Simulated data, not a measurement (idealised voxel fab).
Process module name: voxel gate over fins
Displayed cross-section: cut, width of 210 nm, square cells sized 5 nm.
Cross-section layout: square cells on a grid; listed as bands, top to bottom; a band spans one or more cell rows. Band entry format. Leading values: height of top, height of bottom, nm. Remainder: materials in left-to-right order, each with its width in nm. Special words: "everywhere" on a single material, which then fills the band edge to edge; "blank", empty space. The reference from which all heights are counted is 0, the level beneath which the as-received wafer is entirely one material; the lowest band, having no lower bound, proceeds downward and is written after the example "0 and below". Width "30 to 40": first value at the band's top row of cells, second value at its bottom row, equal change from row to row. What does "same as before" mean for a step? It means no cell of the cross-section changed in that step. Empty spaces counting at least 8 cells and having no open way to the top are listed in "Enclosed void list". The notation width x height at distance is used for each, the distance being from the left edge and all three values in nm. Text after the settings on a step's line: the simulator's own remark on that step. "overlay nm" denotes, for a step that has a mask, the displacement of the mask to the right of its planned place, with negative values corresponding to the left.

**Process steps - plan**
1. RECEIVE,material Si
2. CONFORMAL_DEP,material SiN,thk nm 10
3. PATTERN,tone cover,mask id FINS,material resist,width nm 15,pitch nm 45,thk nm 15,overlay nm 0
4. DIRECTIONAL_ETCH,etch materials SiN,depth nm 10
5. DIRECTIONAL_ETCH,etch materials Si,depth nm 40
6. STRIP,etch materials resist
7. OXIDIZE,depth nm 5
8. FILL_DEP,material SiO2,thk nm 5
9. CMP,height nm 10
10. SELECTIVE_ETCH,etch materials SiO2,depth nm 20
11. STRIP,etch materials SiN
12. CONFORMAL_DEP,material HfO2,thk nm 5
13. CONFORMAL_DEP,material TiN,thk nm 5
14. FILL_DEP,material W,thk nm 10
15. CMP,height nm 15
16. CONFORMAL_DEP,material SiCN,thk nm 10

**Step 1 complete: cross-section of the wafer as received**
0 and below = Si everywhere
Enclosed void list: none

**Wafer cross-section at module end: first of two, run to plan**
25 down to 15 = SiCN everywhere
15 down to 10 = W everywhere
10 down to 5 = 45 nm W, 25 nm TiN, 20 nm W, 25 nm TiN, 20 nm W, 25 nm TiN, 50 nm W
5 down to 0 = 45 nm W, 5 nm TiN, 15 nm HfO2, 5 nm TiN, 20 nm W, 5 nm TiN, 15 nm HfO2, 5 nm TiN, 20 nm W, 5 nm TiN, 15 nm HfO2, 5 nm TiN, 50 nm W
0 down to -5 = 50 nm TiN, 5 nm HfO2, 5 nm Si, 5 nm HfO2, 30 nm TiN, 5 nm HfO2, 5 nm Si, 5 nm HfO2, 30 nm TiN, 5 nm HfO2, 5 nm Si, 5 nm HfO2, 55 nm TiN
-5 down to -10 = 55 nm HfO2, 5 nm Si, 40 nm HfO2, 5 nm Si, 40 nm HfO2, 5 nm Si, 60 nm HfO2
-10 down to -45 = 55 nm SiO2, 5 nm Si, 40 nm SiO2, 5 nm Si, 40 nm SiO2, 5 nm Si, 60 nm SiO2
-45 and below = Si everywhere
Enclosed void list: none

**End-of-module cross-section of the second wafer: identical starting point and process plan to the first, with one processing mistake**
25 down to 15 = SiCN everywhere
15 down to 10 = W everywhere
10 down to 5 = 45 nm W, 25 nm TiN, 20 nm W, 25 nm TiN, 20 nm W, 25 nm TiN, 50 nm W
5 down to 0 = 45 nm W, 5 nm TiN, 15 nm HfO2, 5 nm TiN, 20 nm W, 5 nm TiN, 15 nm HfO2, 5 nm TiN, 20 nm W, 5 nm TiN, 15 nm HfO2, 5 nm TiN, 50 nm W
0 down to -5 = 50 nm TiN, 5 nm HfO2, 5 nm Si, 5 nm HfO2, 30 nm TiN, 5 nm HfO2, 5 nm Si, 5 nm HfO2, 30 nm TiN, 5 nm HfO2, 5 nm Si, 5 nm HfO2, 55 nm TiN
-5 down to -10 = 55 nm HfO2, 5 nm Si, 40 nm HfO2, 5 nm Si, 40 nm HfO2, 5 nm Si, 60 nm HfO2
-10 down to -40 = 55 nm SiO2, 5 nm Si, 40 nm SiO2, 5 nm Si, 40 nm SiO2, 5 nm Si, 60 nm SiO2
-40 and below = Si everywhere
Enclosed void list: none
Plan not followed: step 5, actual vs plan mismatch, actual run DIRECTIONAL_ETCH,etch materials Si,depth nm 35
Final difference in cells, second wafer against first, listed per material as more or fewer: +39 Si, -39 SiO2
